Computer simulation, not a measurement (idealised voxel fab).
process module | voxel gate over fins
It is cross-section cut that appears here, measuring 280 nm in width, its square cells being 5 nm in size.
Notation: cross-section as square-cell grid; stated in bands, top first, going down; one or more cell rows per band.
Read a band's entry like this: the first values are the height of its top and the height of its bottom in nm, and what follows is the sequence of materials from left to right, each with its width in nm. Note that "empty" is empty space, and that a single material marked "full width" reaches across the band from edge to edge.
All heights in this document are referenced to 0, defined as the level beneath which the wafer, as received, consists entirely of one material. The lowest band is not bounded below; it extends indefinitely downward and is written in the form "z 0 and below".
It should be noted that a width expressed as "30 to 40" varies in equal increments from row to row of cells within the band, taking the value of the first number at the top row and that of the second number at the bottom row.
For the purposes of this document, the phrase "nothing changed" attached to a step denotes that no cell within the cross-section was modified by that step.
Voids not open to the top, 8 cells minimum: see "Non-vented voids". Written width x height at distance; distance is from the left edge; nm.
after a step's settings: what the simulator itself notes on the step
overlay nm, on a step with a mask: how far to the right of its planned place the mask lay; to the left if negative
This section lists the process steps that were planned:
step 1: RECEIVE: material Si
step 2: CONFORMAL_DEP: material SiN, thk nm 10
step 3: MASKED_ETCH: tone cover, mask id FINS, width nm 15, pitch nm 45, etch materials SiN, depth nm 10, overlay nm 0
step 4: MASKED_ETCH: tone cover, mask id FINS, width nm 15, pitch nm 45, etch materials Si, depth nm 30, overlay nm 0
step 5: OXIDIZE: depth nm 5
step 6: FILL_DEP: material SiO2, thk nm 5
step 7: CMP: height nm 10
step 8: SELECTIVE_ETCH: etch materials SiO2, depth nm 20
step 9: STRIP: etch materials SiN
step 10: CONFORMAL_DEP: material HfO2, thk nm 5
step 11: CONFORMAL_DEP: material TiN, thk nm 5
step 12: CONFORMAL_DEP: material TiAl, thk nm 5
step 13: CONFORMAL_DEP: material TiN, thk nm 5
step 14: FILL_DEP: material W, thk nm 15
step 15: CMP: height nm 30
step 16: CONFORMAL_DEP: material SiN, thk nm 10
Here's what the wafer looked like in cross-section when it arrived - that's after step 1:
* z 0 and below = Si full width
* Non-vented voids: none
Module complete - cross-section of the first of two wafers, run according to plan:
* z 40 to 30 = SiN full width
* z 30 to 20 = W full width
* z 20 to 15 = 95 nm W, 90 nm TiN, 95 nm W
* z 15 to 10 = 95 nm W, 5 nm TiN, 35 nm TiAl, 10 nm TiN, 35 nm TiAl, 5 nm TiN, 95 nm W
* z 10 to 5 = 100 nm TiN, 5 nm TiAl, 25 nm TiN, 5 nm TiAl, 10 nm TiN, 5 nm TiAl, 25 nm TiN, 5 nm TiAl, 100 nm TiN
* z 5 to 0 = 105 nm TiAl, 5 nm TiN, 15 nm HfO2, 5 nm TiN, 20 nm TiAl, 5 nm TiN, 15 nm HfO2, 5 nm TiN, 105 nm TiAl
* z 0 to -5 = 110 nm TiN, 5 nm HfO2, 5 nm Si, 5 nm HfO2, 30 nm TiN, 5 nm HfO2, 5 nm Si, 5 nm HfO2, 110 nm TiN
* z -5 to -10 = 115 nm HfO2, 5 nm Si, 40 nm HfO2, 5 nm Si, 115 nm HfO2
* z -10 to -35 = 115 nm SiO2, 5 nm Si, 40 nm SiO2, 5 nm Si, 115 nm SiO2
* z -35 and below = Si full width
* Non-vented voids: none
What the second wafer looks like in cross-section once the module is done. Its start and its plan matched the first wafer's exactly; what differed was one mistake in how it was run:
* z 30 to 20 = SiN full width
* z 20 to 15 = 95 nm W, 90 nm TiN, 95 nm W
* z 15 to 10 = 95 nm W, 5 nm TiN, 35 nm TiAl, 10 nm TiN, 35 nm TiAl, 5 nm TiN, 95 nm W
* z 10 to 5 = 100 nm TiN, 5 nm TiAl, 25 nm TiN, 5 nm TiAl, 10 nm TiN, 5 nm TiAl, 25 nm TiN, 5 nm TiAl, 100 nm TiN
* z 5 to 0 = 105 nm TiAl, 5 nm TiN, 15 nm HfO2, 5 nm TiN, 20 nm TiAl, 5 nm TiN, 15 nm HfO2, 5 nm TiN, 105 nm TiAl
* z 0 to -5 = 110 nm TiN, 5 nm HfO2, 5 nm Si, 5 nm HfO2, 30 nm TiN, 5 nm HfO2, 5 nm Si, 5 nm HfO2, 110 nm TiN
* z -5 to -10 = 115 nm HfO2, 5 nm Si, 40 nm HfO2, 5 nm Si, 115 nm HfO2
* z -10 to -35 = 115 nm SiO2, 5 nm Si, 40 nm SiO2, 5 nm Si, 115 nm SiO2
* z -35 and below = Si full width
* Non-vented voids: none
It is concluded that the wafer was processed incorrectly with respect to the plan, in that heads up, step 15 didn't go per plan, it actually ran as CMP: height nm 20
Materials where the second wafer ends with more or fewer cells than the first: -112 W
